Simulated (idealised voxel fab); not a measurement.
Process module under the name voxel gate over fins
We display cut, a cross-section 245 nm in width whose square cells are each 5 nm.
Cross-section = grid of square cells, listed top down in bands; band = one or more rows. This entry defines a band. It first specifies the height of the band's top and the height of its bottom in nm, and then specifies the band's materials from left to right, stating each material with its width in nm. The word "throughout" identifies a single material that fills the band from edge to edge, while the word "air" identifies empty space. It should be noted that heights are counted from 0, beneath which the wafer as supplied is of one material throughout, and that the lowest band possesses no lower boundary but continues downward, as written in "from 0 down". Width spec "30->40" -> top row of cells at first value, bottom row at second value, equal per-row change in between. A step reported as "no change" is a step in which no cell of the cross-section changed. "closed voids" contains a list of empty spaces, each no smaller than 8 cells and without an open way to the top, written in the form width x height at distance with the distance from the left edge and all three in nm. Past the settings on a step's line: simulator remark, on that step. The line of a step may include "overlay nm". On a step with a mask, this value is how far to the right of its planned place the mask lay. A negative value means the mask lay to the left.

[Process steps foreseen in the plan]
| 1 | RECEIVE | material Si |
| 2 | CONFORMAL_DEP | material SiN | thk nm 10 |
| 3 | DIRECTIONAL_DEP | material aC | thk nm 10 |
| 4 | PATTERN | tone cover | mask id FINS | material resist | width nm 15 | pitch nm 45 | thk nm 30 | overlay nm -15 |
| 5 | DIRECTIONAL_ETCH | etch materials aC | depth nm 10 |
| 6 | STRIP | etch materials resist |
| 7 | DIRECTIONAL_ETCH | etch materials SiN | depth nm 10 |
| 8 | DIRECTIONAL_ETCH | etch materials Si | depth nm 30 |
| 9 | STRIP | etch materials aC |
| 10 | FILL_DEP | material SiO2 | thk nm 10 |
| 11 | CMP | height nm 10 |
| 12 | SELECTIVE_ETCH | etch materials SiO2 | depth nm 20 |
| 13 | STRIP | etch materials SiN |
| 14 | CONFORMAL_DEP | material HfO2 | thk nm 5 |
| 15 | CONFORMAL_DEP | material TiN | thk nm 5 |
| 16 | FILL_DEP | material W | thk nm 10 |
| 17 | CMP | height nm 15 |
| 18 | CONFORMAL_DEP | material SiCN | thk nm 5 |
It is noted that the wafers described herein are identical at the outset and are distinguished by the overlay nm of step 4; the value stated in the plan corresponds to the first wafer.

[The first of several wafers in cross-section, exactly as it reached us after step 1]
> from 0 down | Si throughout
> closed voids: none

[So in this table every wafer gets its own row, and what you see is where it stands at the end of the module: for each material, how many cells it picked up (+) or gave up (-) since we received it, and after that its closed voids]
overlay nm -15, +57 HfO2, -258 Si, +49 SiCN, +172 SiO2, +57 TiN, +119 W, closed voids: none
overlay nm -10, +57 HfO2, -258 Si, +49 SiCN, +172 SiO2, +57 TiN, +119 W, closed voids: none
overlay nm -5, +57 HfO2, -258 Si, +49 SiCN, +172 SiO2, +57 TiN, +119 W, closed voids: none
overlay nm 0, +57 HfO2, -258 Si, +49 SiCN, +172 SiO2, +57 TiN, +119 W, closed voids: none
overlay nm 5, +57 HfO2, -258 Si, +49 SiCN, +172 SiO2, +57 TiN, +119 W, closed voids: none
overlay nm 10, +57 HfO2, -258 Si, +49 SiCN, +172 SiO2, +57 TiN, +119 W, closed voids: none
overlay nm 15, +57 HfO2, -258 Si, +49 SiCN, +172 SiO2, +57 TiN, +119 W, closed voids: none
